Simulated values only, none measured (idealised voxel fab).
Presented below is a process module, voxel self aligned vias.
Each square cell in cross-section cut measures 5 nm, and the section as a whole is 170 nm wide.
Just so we're on the same page, the cross-sections are grids of square cells, and they're listed out in bands top to bottom, each band one or more rows deep.
For a band, the entry starts with two heights in nm, that of the top and then that of the bottom, and carries on with the band's materials in order from left to right, each alongside its width in nm; the word "everywhere" beside a single material means it fills the band edge to edge, and "empty" means empty space.
Heights from 0 (as-received wafer is one material below). Bottom band endless downward, as "from 0 down".
You'd read "30 to 40" like this: the band's top row of cells is as wide as the first number, its bottom row is as wide as the second, and going down, every row changes width by the same amount as the row before did.
When a step is marked "nothing different", none of the cells in the cross-section changed during that step.
Entrapped voids: empty space of 8 cells or more with no open way to the top, each as width x height at its distance from the left edge, in nm
What comes after the settings on a step's line is commentary from the simulator itself on that step.
overlay nm: mask right of planned place by this much (step with mask). Neg. = left.
Before/after cross-section pairs, one process step each; after shown to lowest changed band; step and settings beneath. Pairs may be from different runs of this module on the same starting wafer; a pair continues from the one above only where its "Ex-ante state" entry says so.

Ex-ante state:
* from 50 to 45 = TiN 35, then empty 20, then TiN 55, then empty 20, then TiN 40
* from 45 to 25 = SiO2 30, then TiN 5, then empty 20, then TiN 5, then SiO2 45, then TiN 5, then empty 20, then TiN 5, then SiO2 35
* from 25 to 20 = SiO2 30, then TiN 30, then SiO2 45, then TiN 30, then SiO2 35
* from 20 to 15 = SiCN everywhere
* from 15 to 0 = SiO2 everywhere
* from 0 down = Si everywhere
* Entrapped voids: none

Sectional Result:
* from 55 to 50 = W everywhere
* from 50 to 45 = TiN 35, then W 20, then TiN 55, then W 20, then TiN 40
* from 45 to 25 = SiO2 30, then TiN 5, then W 20, then TiN 5, then SiO2 45, then TiN 5, then W 20, then TiN 5, then SiO2 35
* Everything below 25 is unchanged.
* Entrapped voids: none
The before and after cross-sections above differ by one step: FILL_DEP with material W, thk nm 5

Ex-ante state: It is represented by the cross-section appearing after the step of the pair directly above.

Sectional Result:
* from 50 to 45 = TiN 35, then W 20, then TiN 55, then W 20, then TiN 40
* Everything below 45 is unchanged.
* Entrapped voids: none
The before and after cross-sections above differ by one step: CMP with height nm 50

Ex-ante state: It is represented by the cross-section appearing after the step of the pair directly above.

Sectional Result:
* from 45 to 40 = SiO2 30, then empty 30, then SiO2 45, then empty 30, then SiO2 35
* Everything below 40 is unchanged.
* Entrapped voids: none
The before and after cross-sections above differ by one step: SELECTIVE_ETCH with etch materials W Ru TiN, depth nm 10

Ex-ante state: It is represented by the cross-section appearing after the step of the pair directly above.

Sectional Result:
* from 50 to 45 = SiN everywhere
* from 45 to 40 = SiO2 30, then SiN 30, then SiO2 45, then SiN 30, then SiO2 35
* Everything below 40 is unchanged.
* Entrapped voids: none
The before and after cross-sections above differ by one step: FILL_DEP with material SiN, thk nm 5

Ex-ante state: It is represented by the cross-section appearing after the step of the pair directly above.

Sectional Result:
* from 70 to 50 = SiO2 everywhere
* Everything below 50 is unchanged.
* Entrapped voids: none
The before and after cross-sections above differ by one step: DIRECTIONAL_DEP with material SiO2, thk nm 20

Ex-ante state: It is represented by the cross-section appearing after the step of the pair directly above.

Sectional Result:
* from 90 to 70 = resist 20, then empty 50, then resist 25, then empty 50, then resist 25
* Everything below 70 is unchanged.
* Entrapped voids: none
The before and after cross-sections above differ by one step: PATTERN with tone open, mask id VIAS, material resist, width nm 50, pitch nm 75, thk nm 20, overlay nm 0

Ex-ante state: It is represented by the cross-section appearing after the step of the pair directly above.

Sectional Result:
* from 90 to 70 = resist 20, then empty 50, then resist 25, then empty 50, then resist 25
* from 70 to 50 = SiO2 20, then empty 50, then SiO2 25, then empty 50, then SiO2 25
* Everything below 50 is unchanged.
* Entrapped voids: none
The before and after cross-sections above differ by one step: DIRECTIONAL_ETCH with etch materials SiO2, depth nm 20

Ex-ante state: It is represented by the cross-section appearing after the step of the pair directly above.

Sectional Result:
* from 90 to 70 = resist 20, then empty 50, then resist 25, then empty 50, then resist 25
* from 70 to 50 = SiO2 20, then empty 50, then SiO2 25, then empty 50, then SiO2 25
* from 50 to 45 = SiN 20, then empty 50, then SiN 25, then empty 50, then SiN 25
* from 45 to 40 = SiO2 30, then empty 30, then SiO2 45, then empty 30, then SiO2 35
* Everything below 40 is unchanged.
* Entrapped voids: none
The before and after cross-sections above differ by one step: DIRECTIONAL_ETCH with etch materials SiN, depth nm 10

Ex-ante state: It is represented by the cross-section appearing after the step of the pair directly above.

Sectional Result:
* from 70 to 50 = SiO2 20, then empty 50, then SiO2 25, then empty 50, then SiO2 25
* Everything below 50 is unchanged.
* Entrapped voids: none
The before and after cross-sections above differ by one step: STRIP with etch materials resist

Ex-ante state: It is represented by the cross-section appearing after the step of the pair directly above.

Sectional Result:
* from 75 to 70 = TiN 25, then empty 40, then TiN 35, then empty 40, then TiN 30
* from 70 to 50 = SiO2 20, then TiN 5, then empty 40, then TiN 5, then SiO2 25, then TiN 5, then empty 40, then TiN 5, then SiO2 25
* from 50 to 45 = SiN 20, then TiN 15, then empty 20, then TiN 15, then SiN 25, then TiN 15, then empty 20, then TiN 15, then SiN 25
* from 45 to 40 = SiO2 30, then TiN 30, then SiO2 45, then TiN 30, then SiO2 35
* Everything below 40 is unchanged.
* Entrapped voids: none
The before and after cross-sections above differ by one step: CONFORMAL_DEP with material TiN, thk nm 5

Ex-ante state: It is represented by the cross-section appearing after the step of the pair directly above.

Sectional Result:
* from 80 to 75 = Cu everywhere
* from 75 to 70 = TiN 25, then Cu 40, then TiN 35, then Cu 40, then TiN 30
* from 70 to 50 = SiO2 20, then TiN 5, then Cu 40, then TiN 5, then SiO2 25, then TiN 5, then Cu 40, then TiN 5, then SiO2 25
* from 50 to 45 = SiN 20, then TiN 15, then Cu 20, then TiN 15, then SiN 25, then TiN 15, then Cu 20, then TiN 15, then SiN 25
* Everything below 45 is unchanged.
* Entrapped voids: none
The before and after cross-sections above differ by one step: FILL_DEP with material Cu, thk nm 5

Ex-ante state: It is represented by the cross-section appearing after the step of the pair directly above.

Sectional Result:
* from 70 to 50 = SiO2 20, then TiN 5, then Cu 40, then TiN 5, then SiO2 25, then TiN 5, then Cu 40, then TiN 5, then SiO2 25
* Everything below 50 is unchanged.
* Entrapped voids: none
The before and after cross-sections above differ by one step: CMP with height nm 70

Ex-ante state: It is represented by the cross-section appearing after the step of the pair directly above.

Sectional Result:
* from 75 to 70 = SiCN everywhere
* Everything below 70 is unchanged.
* Entrapped voids: none
The before and after cross-sections above differ by one step: CONFORMAL_DEP with material SiCN, thk nm 5

Ex-ante state:
* from 70 to 50 = SiO2 everywhere
* from 50 to 40 = SiO2 30, then SiN 30, then SiO2 45, then SiN 30, then SiO2 35
* from 40 to 25 = SiO2 30, then TiN 5, then W 20, then TiN 5, then SiO2 45, then TiN 5, then W 20, then TiN 5, then SiO2 35
* from 25 to 20 = SiO2 30, then TiN 30, then SiO2 45, then TiN 30, then SiO2 35
* from 20 to 15 = SiCN everywhere
* from 15 to 0 = SiO2 everywhere
* from 0 down = Si everywhere
* Entrapped voids: none

Sectional Result:
* from 90 to 70 = resist 20, then empty 55, then resist 20, then empty 55, then resist 20
* Everything below 70 is unchanged.
* Entrapped voids: none
The before and after cross-sections above differ by one step: PATTERN with tone open, mask id VIAS, material resist, width nm 55, pitch nm 75, thk nm 20, overlay nm 0

Ex-ante state: It is represented by the cross-section appearing after the step of the pair directly above.

Sectional Result:
* from 90 to 70 = resist 20, then empty 55, then resist 20, then empty 55, then resist 20
* from 70 to 50 = SiO2 20, then empty 55, then SiO2 20, then empty 55, then SiO2 20
* Everything below 50 is unchanged.
* Entrapped voids: none
The before and after cross-sections above differ by one step: DIRECTIONAL_ETCH with etch materials SiO2, depth nm 20

Ex-ante state: It is represented by the cross-section appearing after the step of the pair directly above.

Sectional Result:
* from 90 to 70 = resist 20, then empty 55, then resist 20, then empty 55, then resist 20
* from 70 to 50 = SiO2 20, then empty 55, then SiO2 20, then empty 55, then SiO2 20
* from 50 to 40 = SiO2 30, then empty 30, then SiO2 45, then empty 30, then SiO2 35
* Everything below 40 is unchanged.
* Entrapped voids: none
The before and after cross-sections above differ by one step: DIRECTIONAL_ETCH with etch materials SiN, depth nm 10

Ex-ante state: It is represented by the cross-section appearing after the step of the pair directly above.

Sectional Result:
* from 70 to 50 = SiO2 20, then empty 55, then SiO2 20, then empty 55, then SiO2 20
* Everything below 50 is unchanged.
* Entrapped voids: none
The before and after cross-sections above differ by one step: STRIP with etch materials resist

Ex-ante state: It is represented by the cross-section appearing after the step of the pair directly above.

Sectional Result:
* from 75 to 70 = TiN 25, then empty 45, then TiN 30, then empty 45, then TiN 25
* from 70 to 55 = SiO2 20, then TiN 5, then empty 45, then TiN 5, then SiO2 20, then TiN 5, then empty 45, then TiN 5, then SiO2 20
* from 55 to 45 = SiO2 20 to 30, then TiN 15 to 5, then empty 20, then TiN 20 to 5, then SiO2 20 to 45, then TiN 15 to 5, then empty 20, then TiN 20 to 5, then SiO2 20 to 35
* from 45 to 40 = SiO2 30, then TiN 30, then SiO2 45, then TiN 30, then SiO2 35
* Everything below 40 is unchanged.
* Entrapped voids: none
The before and after cross-sections above differ by one step: CONFORMAL_DEP with material TiN, thk nm 5

Ex-ante state: It is represented by the cross-section appearing after the step of the pair directly above.

Sectional Result:
* from 80 to 75 = Cu everywhere
* from 75 to 70 = TiN 25, then Cu 45, then TiN 30, then Cu 45, then TiN 25
* from 70 to 55 = SiO2 20, then TiN 5, then Cu 45, then TiN 5, then SiO2 20, then TiN 5, then Cu 45, then TiN 5, then SiO2 20
* from 55 to 45 = SiO2 20 to 30, then TiN 15 to 5, then Cu 20, then TiN 20 to 5, then SiO2 20 to 45, then TiN 15 to 5, then Cu 20, then TiN 20 to 5, then SiO2 20 to 35
* Everything below 45 is unchanged.
* Entrapped voids: none
The before and after cross-sections above differ by one step: FILL_DEP with material Cu, thk nm 5

Ex-ante state: It is represented by the cross-section appearing after the step of the pair directly above.

Sectional Result:
* from 70 to 55 = SiO2 20, then TiN 5, then Cu 45, then TiN 5, then SiO2 20, then TiN 5, then Cu 45, then TiN 5, then SiO2 20
* Everything below 55 is unchanged.
* Entrapped voids: none
The before and after cross-sections above differ by one step: CMP with height nm 70

Ex-ante state: It is represented by the cross-section appearing after the step of the pair directly above.

Sectional Result:
* from 75 to 70 = SiCN everywhere
* Everything below 70 is unchanged.
* Entrapped voids: none
The before and after cross-sections above differ by one step: CONFORMAL_DEP with material SiCN, thk nm 5

Ex-ante state:
* from 70 to 50 = SiO2 everywhere
* from 50 to 40 = SiO2 30, then SiN 30, then SiO2 45, then SiN 30, then SiO2 35
* from 40 to 25 = SiO2 30, then TiN 5, then W 20, then TiN 5, then SiO2 45, then TiN 5, then W 20, then TiN 5, then SiO2 35
* from 25 to 20 = SiO2 30, then TiN 30, then SiO2 45, then TiN 30, then SiO2 35
* from 20 to 15 = SiCN everywhere
* from 15 to 0 = SiO2 everywhere
* from 0 down = Si everywhere
* Entrapped voids: none

Sectional Result:
* from 90 to 70 = resist 15, then empty 50, then resist 25, then empty 50, then resist 30
* Everything below 70 is unchanged.
* Entrapped voids: none
The before and after cross-sections above differ by one step: PATTERN with tone open, mask id VIAS, material resist, width nm 50, pitch nm 75, thk nm 20, overlay nm -5

Ex-ante state: It is represented by the cross-section appearing after the step of the pair directly above.

Sectional Result:
* from 90 to 70 = resist 15, then empty 50, then resist 25, then empty 50, then resist 30
* from 70 to 50 = SiO2 15, then empty 50, then SiO2 25, then empty 50, then SiO2 30
* Everything below 50 is unchanged.
* Entrapped voids: none
The before and after cross-sections above differ by one step: DIRECTIONAL_ETCH with etch materials SiO2, depth nm 20

Ex-ante state: It is represented by the cross-section appearing after the step of the pair directly above.

Sectional Result:
* from 90 to 70 = resist 15, then empty 50, then resist 25, then empty 50, then resist 30
* from 70 to 50 = SiO2 15, then empty 50, then SiO2 25, then empty 50, then SiO2 30
* from 50 to 40 = SiO2 30, then empty 30, then SiO2 45, then empty 30, then SiO2 35
* Everything below 40 is unchanged.
* Entrapped voids: none
The before and after cross-sections above differ by one step: DIRECTIONAL_ETCH with etch materials SiN, depth nm 10

Ex-ante state: It is represented by the cross-section appearing after the step of the pair directly above.

Sectional Result:
* from 70 to 50 = SiO2 15, then empty 50, then SiO2 25, then empty 50, then SiO2 30
* Everything below 50 is unchanged.
* Entrapped voids: none
The before and after cross-sections above differ by one step: STRIP with etch materials resist

Ex-ante state: It is represented by the cross-section appearing after the step of the pair directly above.

Sectional Result:
* from 75 to 70 = TiN 20, then empty 40, then TiN 35, then empty 40, then TiN 35
* from 70 to 55 = SiO2 15, then TiN 5, then empty 40, then TiN 5, then SiO2 25, then TiN 5, then empty 40, then TiN 5, then SiO2 30
* from 55 to 45 = SiO2 15 to 30, then TiN 20 to 5, then empty 20, then TiN 10 to 5, then SiO2 25 to 45, then TiN 20 to 5, then empty 20, then TiN 10 to 5, then SiO2 30 to 35
* from 45 to 40 = SiO2 30, then TiN 30, then SiO2 45, then TiN 30, then SiO2 35
* Everything below 40 is unchanged.
* Entrapped voids: none
The before and after cross-sections above differ by one step: CONFORMAL_DEP with material TiN, thk nm 5

Ex-ante state: It is represented by the cross-section appearing after the step of the pair directly above.

Sectional Result:
* from 80 to 75 = Cu everywhere
* from 75 to 70 = TiN 20, then Cu 40, then TiN 35, then Cu 40, then TiN 35
* from 70 to 55 = SiO2 15, then TiN 5, then Cu 40, then TiN 5, then SiO2 25, then TiN 5, then Cu 40, then TiN 5, then SiO2 30
* from 55 to 45 = SiO2 15 to 30, then TiN 20 to 5, then Cu 20, then TiN 10 to 5, then SiO2 25 to 45, then TiN 20 to 5, then Cu 20, then TiN 10 to 5, then SiO2 30 to 35
* Everything below 45 is unchanged.
* Entrapped voids: none
The before and after cross-sections above differ by one step: FILL_DEP with material Cu, thk nm 5

Ex-ante state: It is represented by the cross-section appearing after the step of the pair directly above.

Sectional Result:
* from 70 to 55 = SiO2 15, then TiN 5, then Cu 40, then TiN 5, then SiO2 25, then TiN 5, then Cu 40, then TiN 5, then SiO2 30
* Everything below 55 is unchanged.
* Entrapped voids: none
The before and after cross-sections above differ by one step: CMP with height nm 70

Ex-ante state: It is represented by the cross-section appearing after the step of the pair directly above.

Sectional Result:
* from 75 to 70 = SiCN everywhere
* Everything below 70 is unchanged.
* Entrapped voids: none
The before and after cross-sections above differ by one step: CONFORMAL_DEP with material SiCN, thk nm 5

Ex-ante state:
* from 55 to 50 = TiN 35, then empty 20, then TiN 55, then empty 20, then TiN 40
* from 50 to 25 = SiO2 30, then TiN 5, then empty 20, then TiN 5, then SiO2 45, then TiN 5, then empty 20, then TiN 5, then SiO2 35
* from 25 to 20 = SiO2 30, then TiN 30, then SiO2 45, then TiN 30, then SiO2 35
* from 20 to 15 = SiCN everywhere
* from 15 to 0 = SiO2 everywhere
* from 0 down = Si everywhere
* Entrapped voids: none

Sectional Result:
* from 60 to 55 = SiCN everywhere
* from 55 to 50 = TiN 35, then SiCN 20, then TiN 55, then SiCN 20, then TiN 40
* from 50 to 25 = SiO2 30, then TiN 5, then SiCN 20, then TiN 5, then SiO2 45, then TiN 5, then SiCN 20, then TiN 5, then SiO2 35
* Everything below 25 is unchanged.
* Entrapped voids: none
The before and after cross-sections above differ by one step: FILL_DEP with material SiCN, thk nm 5

Ex-ante state: It is represented by the cross-section appearing after the step of the pair directly above.

Sectional Result:
* from 50 to 25 = SiO2 30, then TiN 5, then SiCN 20, then TiN 5, then SiO2 45, then TiN 5, then SiCN 20, then TiN 5, then SiO2 35
* Everything below 25 is unchanged.
* Entrapped voids: none
The before and after cross-sections above differ by one step: CMP with height nm 50

Ex-ante state: It is represented by the cross-section appearing after the step of the pair directly above.

Sectional Result:
* from 50 to 40 = SiO2 30, then empty 5, then SiCN 20, then empty 5, then SiO2 45, then empty 5, then SiCN 20, then empty 5, then SiO2 35
* Everything below 40 is unchanged.
* Entrapped voids: none
The before and after cross-sections above differ by one step: SELECTIVE_ETCH with etch materials W Ru TiN, depth nm 10

Ex-ante state: It is represented by the cross-section appearing after the step of the pair directly above.

Sectional Result:
* from 55 to 50 = SiN everywhere
* from 50 to 40 = SiO2 30, then SiN 5, then SiCN 20, then SiN 5, then SiO2 45, then SiN 5, then SiCN 20, then SiN 5, then SiO2 35
* Everything below 40 is unchanged.
* Entrapped voids: none
The before and after cross-sections above differ by one step: FILL_DEP with material SiN, thk nm 5

Ex-ante state: It is represented by the cross-section appearing after the step of the pair directly above.

Sectional Result:
* from 50 to 40 = SiO2 30, then SiN 5, then SiCN 20, then SiN 5, then SiO2 45, then SiN 5, then SiCN 20, then SiN 5, then SiO2 35
* Everything below 40 is unchanged.
* Entrapped voids: none
The before and after cross-sections above differ by one step: CMP with height nm 50

Ex-ante state: It is represented by the cross-section appearing after the step of the pair directly above.

Sectional Result:
* from 70 to 50 = SiO2 everywhere
* Everything below 50 is unchanged.
* Entrapped voids: none
The before and after cross-sections above differ by one step: DIRECTIONAL_DEP with material SiO2, thk nm 20

Ex-ante state: It is represented by the cross-section appearing after the step of the pair directly above.

Sectional Result:
* from 90 to 70 = resist 20, then empty 50, then resist 25, then empty 50, then resist 25
* Everything below 70 is unchanged.
* Entrapped voids: none
The before and after cross-sections above differ by one step: PATTERN with tone open, mask id VIAS, material resist, width nm 50, pitch nm 75, thk nm 20, overlay nm 0

Ex-ante state: It is represented by the cross-section appearing after the step of the pair directly above.

Sectional Result:
* from 90 to 70 = resist 20, then empty 50, then resist 25, then empty 50, then resist 25
* from 70 to 50 = SiO2 20, then empty 50, then SiO2 25, then empty 50, then SiO2 25
* Everything below 50 is unchanged.
* Entrapped voids: none
The before and after cross-sections above differ by one step: DIRECTIONAL_ETCH with etch materials SiO2, depth nm 20

Ex-ante state: It is represented by the cross-section appearing after the step of the pair directly above.

Sectional Result:
* from 90 to 70 = resist 20, then empty 50, then resist 25, then empty 50, then resist 25
* from 70 to 50 = SiO2 20, then empty 50, then SiO2 25, then empty 50, then SiO2 25
* from 50 to 40 = SiO2 30, then empty 5, then SiCN 20, then empty 5, then SiO2 45, then empty 5, then SiCN 20, then empty 5, then SiO2 35
* Everything below 40 is unchanged.
* Entrapped voids: none
The before and after cross-sections above differ by one step: DIRECTIONAL_ETCH with etch materials SiN, depth nm 10

Ex-ante state: It is represented by the cross-section appearing after the step of the pair directly above.

Sectional Result:
* from 70 to 50 = SiO2 20, then empty 50, then SiO2 25, then empty 50, then SiO2 25
* Everything below 50 is unchanged.
* Entrapped voids: none
The before and after cross-sections above differ by one step: STRIP with etch materials resist

Ex-ante state: It is represented by the cross-section appearing after the step of the pair directly above.

Sectional Result:
* from 75 to 70 = TiN 25, then empty 40, then TiN 35, then empty 40, then TiN 30
* from 70 to 55 = SiO2 20, then TiN 5, then empty 40, then TiN 5, then SiO2 25, then TiN 5, then empty 40, then TiN 5, then SiO2 25
* from 55 to 50 = SiO2 20, then TiN 50, then SiO2 25, then TiN 50, then SiO2 25
* from 50 to 25 = SiO2 30, then TiN 5, then SiCN 20, then TiN 5, then SiO2 45, then TiN 5, then SiCN 20, then TiN 5, then SiO2 35
* Everything below 25 is unchanged.
* Entrapped voids: none
The before and after cross-sections above differ by one step: CONFORMAL_DEP with material TiN, thk nm 5

Ex-ante state: It is represented by the cross-section appearing after the step of the pair directly above.

Sectional Result:
* from 80 to 75 = Cu everywhere
* from 75 to 70 = TiN 25, then Cu 40, then TiN 35, then Cu 40, then TiN 30
* from 70 to 55 = SiO2 20, then TiN 5, then Cu 40, then TiN 5, then SiO2 25, then TiN 5, then Cu 40, then TiN 5, then SiO2 25
* Everything below 55 is unchanged.
* Entrapped voids: none
The before and after cross-sections above differ by one step: FILL_DEP with material Cu, thk nm 5

Ex-ante state: It is represented by the cross-section appearing after the step of the pair directly above.

Sectional Result:
* from 70 to 55 = SiO2 20, then TiN 5, then Cu 40, then TiN 5, then SiO2 25, then TiN 5, then Cu 40, then TiN 5, then SiO2 25
* Everything below 55 is unchanged.
* Entrapped voids: none
The before and after cross-sections above differ by one step: CMP with height nm 70

Ex-ante state: It is represented by the cross-section appearing after the step of the pair directly above.

Sectional Result:
* from 75 to 70 = SiCN everywhere
* Everything below 70 is unchanged.
* Entrapped voids: none
The before and after cross-sections above differ by one step: CONFORMAL_DEP with material SiCN, thk nm 5

Ex-ante state:
* from 50 to 20 = SiO2 everywhere
* from 20 to 15 = SiCN everywhere
* from 15 to 0 = SiO2 everywhere
* from 0 down = Si everywhere
* Entrapped voids: none

Sectional Result:
* from 50 to 20 = empty 30, then SiO2 30, then empty 45, then SiO2 30, then empty 35
* Everything below 20 is unchanged.
* Entrapped voids: none
The before and after cross-sections above differ by one step: MASKED_ETCH with tone cover, mask id LINES, width nm 30, pitch nm 75, etch materials SiO2, depth nm 30, overlay nm 0

Ex-ante state: It is represented by the cross-section appearing after the step of the pair directly above.

Sectional Result:
* from 55 to 50 = empty 25, then TiN 40, then empty 35, then TiN 40, then empty 30
* from 50 to 25 = empty 25, then TiN 5, then SiO2 30, then TiN 5, then empty 35, then TiN 5, then SiO2 30, then TiN 5, then empty 30
* from 25 to 20 = TiN 30, then SiO2 30, then TiN 45, then SiO2 30, then TiN 35
* Everything below 20 is unchanged.
* Entrapped voids: none
The before and after cross-sections above differ by one step: CONFORMAL_DEP with material TiN, thk nm 5

Ex-ante state: It is represented by the cross-section appearing after the step of the pair directly above.

Sectional Result:
* from 60 to 55 = W everywhere
* from 55 to 50 = W 25, then TiN 40, then W 35, then TiN 40, then W 30
* from 50 to 25 = W 25, then TiN 5, then SiO2 30, then TiN 5, then W 35, then TiN 5, then SiO2 30, then TiN 5, then W 30
* Everything below 25 is unchanged.
* Entrapped voids: none
The before and after cross-sections above differ by one step: FILL_DEP with material W, thk nm 5

Ex-ante state: It is represented by the cross-section appearing after the step of the pair directly above.

Sectional Result:
* from 50 to 25 = W 25, then TiN 5, then SiO2 30, then TiN 5, then W 35, then TiN 5, then SiO2 30, then TiN 5, then W 30
* Everything below 25 is unchanged.
* Entrapped voids: none
The before and after cross-sections above differ by one step: CMP with height nm 50

Ex-ante state: It is represented by the cross-section appearing after the step of the pair directly above.

Sectional Result:
* from 50 to 40 = empty 30, then SiO2 30, then empty 45, then SiO2 30, then empty 35
* Everything below 40 is unchanged.
* Entrapped voids: none
The before and after cross-sections above differ by one step: SELECTIVE_ETCH with etch materials W Ru TiN, depth nm 10

Ex-ante state: It is represented by the cross-section appearing after the step of the pair directly above.

Sectional Result:
* from 55 to 50 = SiN everywhere
* from 50 to 40 = SiN 30, then SiO2 30, then SiN 45, then SiO2 30, then SiN 35
* Everything below 40 is unchanged.
* Entrapped voids: none
The before and after cross-sections above differ by one step: FILL_DEP with material SiN, thk nm 5

Ex-ante state: It is represented by the cross-section appearing after the step of the pair directly above.

Sectional Result:
* from 50 to 40 = SiN 30, then SiO2 30, then SiN 45, then SiO2 30, then SiN 35
* Everything below 40 is unchanged.
* Entrapped voids: none
The before and after cross-sections above differ by one step: CMP with height nm 50

Ex-ante state: It is represented by the cross-section appearing after the step of the pair directly above.

Sectional Result:
* from 70 to 50 = SiO2 everywhere
* Everything below 50 is unchanged.
* Entrapped voids: none
The before and after cross-sections above differ by one step: DIRECTIONAL_DEP with material SiO2, thk nm 20

Ex-ante state: It is represented by the cross-section appearing after the step of the pair directly above.

Sectional Result:
* from 90 to 70 = resist 20, then empty 50, then resist 25, then empty 50, then resist 25
* Everything below 70 is unchanged.
* Entrapped voids: none
The before and after cross-sections above differ by one step: PATTERN with tone open, mask id VIAS, material resist, width nm 50, pitch nm 75, thk nm 20, overlay nm 0

Ex-ante state: It is represented by the cross-section appearing after the step of the pair directly above.

Sectional Result:
* from 90 to 70 = resist 20, then empty 50, then resist 25, then empty 50, then resist 25
* from 70 to 50 = SiO2 20, then empty 50, then SiO2 25, then empty 50, then SiO2 25
* Everything below 50 is unchanged.
* Entrapped voids: none
The before and after cross-sections above differ by one step: DIRECTIONAL_ETCH with etch materials SiO2, depth nm 20

Ex-ante state: It is represented by the cross-section appearing after the step of the pair directly above.

Sectional Result:
* from 90 to 70 = resist 20, then empty 50, then resist 25, then empty 50, then resist 25
* from 70 to 50 = SiO2 20, then empty 50, then SiO2 25, then empty 50, then SiO2 25
* from 50 to 40 = SiN 20, then empty 10, then SiO2 30, then empty 10, then SiN 25, then empty 10, then SiO2 30, then empty 10, then SiN 25
* Everything below 40 is unchanged.
* Entrapped voids: none
The before and after cross-sections above differ by one step: DIRECTIONAL_ETCH with etch materials SiN, depth nm 10

Ex-ante state: It is represented by the cross-section appearing after the step of the pair directly above.

Sectional Result:
* from 70 to 50 = SiO2 20, then empty 50, then SiO2 25, then empty 50, then SiO2 25
* Everything below 50 is unchanged.
* Entrapped voids: none
The before and after cross-sections above differ by one step: STRIP with etch materials resist

Ex-ante state: It is represented by the cross-section appearing after the step of the pair directly above.

Sectional Result:
* from 75 to 70 = TiN 25, then empty 40, then TiN 35, then empty 40, then TiN 30
* from 70 to 55 = SiO2 20, then TiN 5, then empty 40, then TiN 5, then SiO2 25, then TiN 5, then empty 40, then TiN 5, then SiO2 25
* from 55 to 50 = SiO2 20, then TiN 50, then SiO2 25, then TiN 50, then SiO2 25
* from 50 to 40 = SiN 20, then TiN 10, then SiO2 30, then TiN 10, then SiN 25, then TiN 10, then SiO2 30, then TiN 10, then SiN 25
* Everything below 40 is unchanged.
* Entrapped voids: none
The before and after cross-sections above differ by one step: CONFORMAL_DEP with material TiN, thk nm 5

Ex-ante state: It is represented by the cross-section appearing after the step of the pair directly above.

Sectional Result:
* from 80 to 75 = Cu everywhere
* from 75 to 70 = TiN 25, then Cu 40, then TiN 35, then Cu 40, then TiN 30
* from 70 to 55 = SiO2 20, then TiN 5, then Cu 40, then TiN 5, then SiO2 25, then TiN 5, then Cu 40, then TiN 5, then SiO2 25
* Everything below 55 is unchanged.
* Entrapped voids: none
The before and after cross-sections above differ by one step: FILL_DEP with material Cu, thk nm 5

Ex-ante state: It is represented by the cross-section appearing after the step of the pair directly above.

Sectional Result:
* from 70 to 55 = SiO2 20, then TiN 5, then Cu 40, then TiN 5, then SiO2 25, then TiN 5, then Cu 40, then TiN 5, then SiO2 25
* Everything below 55 is unchanged.
* Entrapped voids: none
The before and after cross-sections above differ by one step: CMP with height nm 70

Ex-ante state: It is represented by the cross-section appearing after the step of the pair directly above.

Sectional Result:
* from 75 to 70 = SiCN everywhere
* Everything below 70 is unchanged.
* Entrapped voids: none
The before and after cross-sections above differ by one step: CONFORMAL_DEP with material SiCN, thk nm 5
